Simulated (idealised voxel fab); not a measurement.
This section sets out a process module, namely voxel double patterning.
Section shown: cut. Width: 285 nm. Cell size: 5 nm, square.
For the purposes of this document, a cross-section shall be understood as a grid of square cells, specified as bands listed in top-to-bottom order, each band consisting of one or more rows of cells. The band entry comprises the height of the band's top followed by the height of its bottom, expressed in nm, and subsequently the band's materials from left to right, each stated together with its width in nm. Where a single material is marked with the word "everywhere", that material fills the band from edge to edge. The word "empty" represents empty space. A quick word on heights: they are counted from 0, and under that level the wafer as it came to us is one material throughout. The lowest band is different from the rest in having no bottom; it simply continues downward, written as in "0 -> down". Note: "30..40" means the width goes from the first number (top row of the band) to the second number (bottom row) in equal steps per row of cells. The designation "no change occurred", where it is given for a processing step, indicates that no cell of the cross-section was altered in the course of that step. "Sealed void list" contains a list of empty spaces, each no smaller than 8 cells and without an open way to the top, written in the form width x height at distance with the distance from the left edge and all three in nm. The remark found on a step's line after its settings is issued by the simulator itself and pertains to that step. "overlay nm" on a masked step: distance the mask lay right of its planned place, negative for left.
The planned process steps are enumerated hereunder:
1. RECEIVE [material Si]
2. CONFORMAL_DEP [material SiO2] [thk nm 5]
3. DIRECTIONAL_DEP [material polySi] [thk nm 20]
4. DIRECTIONAL_DEP [material SiCN] [thk nm 5]
5. MASKED_ETCH [tone open] [mask id FIRST] [width nm 15] [pitch nm 50] [etch materials SiCN] [depth nm 5] [overlay nm 0]
6. MASKED_ETCH [tone open] [mask id SECOND] [width nm 15] [etch materials SiCN] [depth nm 5] [overlay nm 0]
7. DIRECTIONAL_ETCH [etch materials polySi] [depth nm 20]
8. STRIP [etch materials SiCN]
So this is the incoming wafer in cross-section - it's already been through step 1:
0 -> down  Si everywhere
Sealed void list: none
Cross-section: first of two wafers, module finished, run according to plan:
25 -> 5  110 nm polySi, 15 nm empty, 10 nm polySi, 15 nm empty, 10 nm polySi, 15 nm empty, 110 nm polySi
5 -> 0  SiO2 everywhere
0 -> down  Si everywhere
Sealed void list: none
Wafer two, end of module, cross-section. Same start, same plan as wafer one. One mistake in the run:
25 -> 5  110 nm polySi, 15 nm empty, 10 nm polySi, 20 nm empty, 5 nm polySi, 15 nm empty, 110 nm polySi
5 -> 0  SiO2 everywhere
0 -> down  Si everywhere
Sealed void list: none
Which mistake was made when the wafer was run? the process deviated at step 6: the operation and settings actually run there were MASKED_ETCH [tone open] [mask id SECOND] [width nm 20] [etch materials SiCN] [depth nm 5] [overlay nm 0]
Final tally in cells, some materials are higher or lower on the second wafer than on the first: 4 fewer of polySi
